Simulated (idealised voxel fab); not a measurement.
process module | voxel tone inversion
cross-section cut | 295 nm wide | cells 5 nm
A cross-section is a grid of square cells, given in bands from the top down. A band is one or more rows of cells.
Each band's line starts with the height of the band's top and of its bottom, in nm. Then come its materials from left to right, each with its width in nm. One material with "throughout" fills the band from edge to edge. "air" is empty space.
Height 0 is the level under which the wafer as received is all one material. The lowest band goes on downwards, as in "0 down".
A width such as "30 to 40" changes by the same amount from each row of cells to the next, from the band's top row to its bottom row.
"no change" after a step means that no cell of the cross-section changed.
closed voids: empty space of 8 cells or more with no open way to the top, each as width x height at its distance from the left edge, in nm
after a step's settings: what the simulator itself notes on the step
overlay nm, on a step with a mask: how far to the right of its planned place the mask lay; to the left if negative
plan
1 op RECEIVE | material Si
2 op CONFORMAL_DEP | material SiCN | thk nm 10
3 op DIRECTIONAL_DEP | material polySi | thk nm 25
4 op PATTERN | tone cover | mask id POSTS | material resist | width nm 25 | pitch nm 45 | thk nm 35 | overlay nm 0
5 op DIRECTIONAL_ETCH | etch materials polySi | depth nm 25
6 op STRIP | etch materials resist
7 op FILL_DEP | material lowk | thk nm 5
8 op CMP | height nm 35
9 op STRIP | etch materials polySi
10 op CONFORMAL_DEP | material TiN | thk nm 5
11 op FILL_DEP | material Cu | thk nm 5
12 op CMP | height nm 35
13 op CONFORMAL_DEP | material SiCN | thk nm 5
as received, after step 1
  0 down: Si throughout
  closed voids: none
a wafer at the end: this start, this plan, one mistake
  40 to 35: SiCN throughout
  35 to 15: Cu 65 | TiN 5 | Cu 15 | TiN 5 | Cu 20 | TiN 5 | Cu 15 | TiN 5 | Cu 20 | TiN 5 | Cu 15 | TiN 5 | Cu 20 | TiN 5 | Cu 15 | TiN 5 | Cu 70
  15 to 10: Cu 65 | TiN 25 | Cu 20 | TiN 25 | Cu 20 | TiN 25 | Cu 20 | TiN 25 | Cu 70
  10 to 0: SiCN throughout
  0 down: Si throughout
  closed voids: none
what went wrong: step 7 ran as: op FILL_DEP | material Cu | thk nm 5
